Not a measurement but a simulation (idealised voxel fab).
The document below concerns the process module designated voxel self aligned vias.
Cross-sectional view cut (width: 235 nm; square cell size: 5 nm).
Cross-sections here: square-cell grids, written as top-down lists of bands, a band being one or more rows of cells. A band entry consists of two parts. The first gives the height of the band's top and the height of its bottom, in nm. The rest lists the band's materials from left to right, each with its width in nm. A single material labelled with the word "everywhere" fills the band from edge to edge, and the word "air" marks empty space. Heights from 0 (as-received wafer is one material below). Bottom band endless downward, as "0 -> down". Top row gets the first number, bottom row gets the second, and each row in between changes by the same step: that is how a band width like "30->40" works. Reading "no alterations made" for a step: not a cell of the cross-section changed in it. Any empty space of 8 cells or more lacking an open way to the top shows up in "Enclosed internal cavities" as width x height at distance, distance from the left edge, in nm. That trailing text on a step's line, after the settings, is the simulator's own remark on the step. Regarding "overlay nm": on a step with a mask, it is the distance the mask lay to the right of its planned place; a negative value places it to the left.

Process steps - plan
1: op RECEIVE | material Si
2: op CONFORMAL_DEP | material SiO2 | thk nm 15
3: op CONFORMAL_DEP | material SiCN | thk nm 5
4: op DIRECTIONAL_DEP | material SiO2 | thk nm 30
5: op MASKED_ETCH | tone open | mask id LINES | width nm 25 | pitch nm 60 | etch materials SiO2 | depth nm 30 | overlay nm 0
6: op CONFORMAL_DEP | material TiN | thk nm 5
7: op FILL_DEP | material W | thk nm 10
8: op CMP | height nm 50
9: op SELECTIVE_ETCH | etch materials W Ru TiN | depth nm 5
10: op FILL_DEP | material SiN | thk nm 5
11: op CMP | height nm 50
12: op DIRECTIONAL_DEP | material SiO2 | thk nm 15
13: op MASKED_ETCH | tone open | mask id VIAS | width nm 35 | pitch nm 60 | etch materials SiO2 | depth nm 15 | overlay nm 0
14: op MASKED_ETCH | tone open | mask id VIAS | width nm 35 | pitch nm 60 | etch materials SiN | depth nm 5 | overlay nm 0
15: op CONFORMAL_DEP | material TiN | thk nm 5
16: op FILL_DEP | material Cu | thk nm 5
17: op CMP | height nm 65
18: op CONFORMAL_DEP | material SiCN | thk nm 5

Incoming wafer in cross-section (state: after step 1)
    0 -> down  Si everywhere
    Enclosed internal cavities: none

Wafer cross-section at module end: first of two, run to plan
    70 -> 65  SiCN everywhere
    65 -> 55  SiO2 (70) / TiN (5) / Cu (25) / TiN (5) / SiO2 (25) / TiN (5) / Cu (25) / TiN (5) / SiO2 (70)
    55 -> 50  SiO2 (70) / TiN (10) / Cu (15) / TiN (10) / SiO2 (25) / TiN (10) / Cu (15) / TiN (10) / SiO2 (70)
    50 -> 45  SiO2 (75) / TiN (25) / SiO2 (35) / TiN (25) / SiO2 (75)
    45 -> 25  SiO2 (75) / TiN (5) / W (15) / TiN (5) / SiO2 (35) / TiN (5) / W (15) / TiN (5) / SiO2 (75)
    25 -> 20  SiO2 (75) / TiN (25) / SiO2 (35) / TiN (25) / SiO2 (75)
    20 -> 15  SiCN everywhere
    15 -> 0  SiO2 everywhere
    0 -> down  Si everywhere
    Enclosed internal cavities: none

Wafer two (of two), end-of-module cross-section: start = wafer one, plan = wafer one, one run mistake
    70 -> 65  SiCN everywhere
    65 -> 55  SiO2 (70) / TiN (5) / Cu (25) / TiN (5) / SiO2 (25) / TiN (5) / Cu (25) / TiN (5) / SiO2 (70)
    55 -> 50  SiO2 (70) / TiN (10) / Cu (15) / TiN (10) / SiO2 (25) / TiN (10) / Cu (15) / TiN (10) / SiO2 (70)
    50 -> 45  SiO2 (75) / TiN (25) / SiO2 (35) / TiN (25) / SiO2 (75)
    45 -> 40  SiO2 (75) / TiN (5) / W (15) / TiN (5) / SiO2 (35) / TiN (5) / W (15) / TiN (5) / SiO2 (75)
    40 -> 35  SiO2 (75) / TiN (25) / SiO2 (35) / TiN (25) / SiO2 (75)
    35 -> 30  SiCN everywhere
    30 -> 0  SiO2 everywhere
    0 -> down  Si everywhere
    Enclosed internal cavities: none
Short version of what went wrong: step 2 in the plan was executed twice
The second wafer ends with more or fewer cells of some materials than the first, per final count: SiO2: 30 more, TiN: 12 fewer, W: 18 fewer
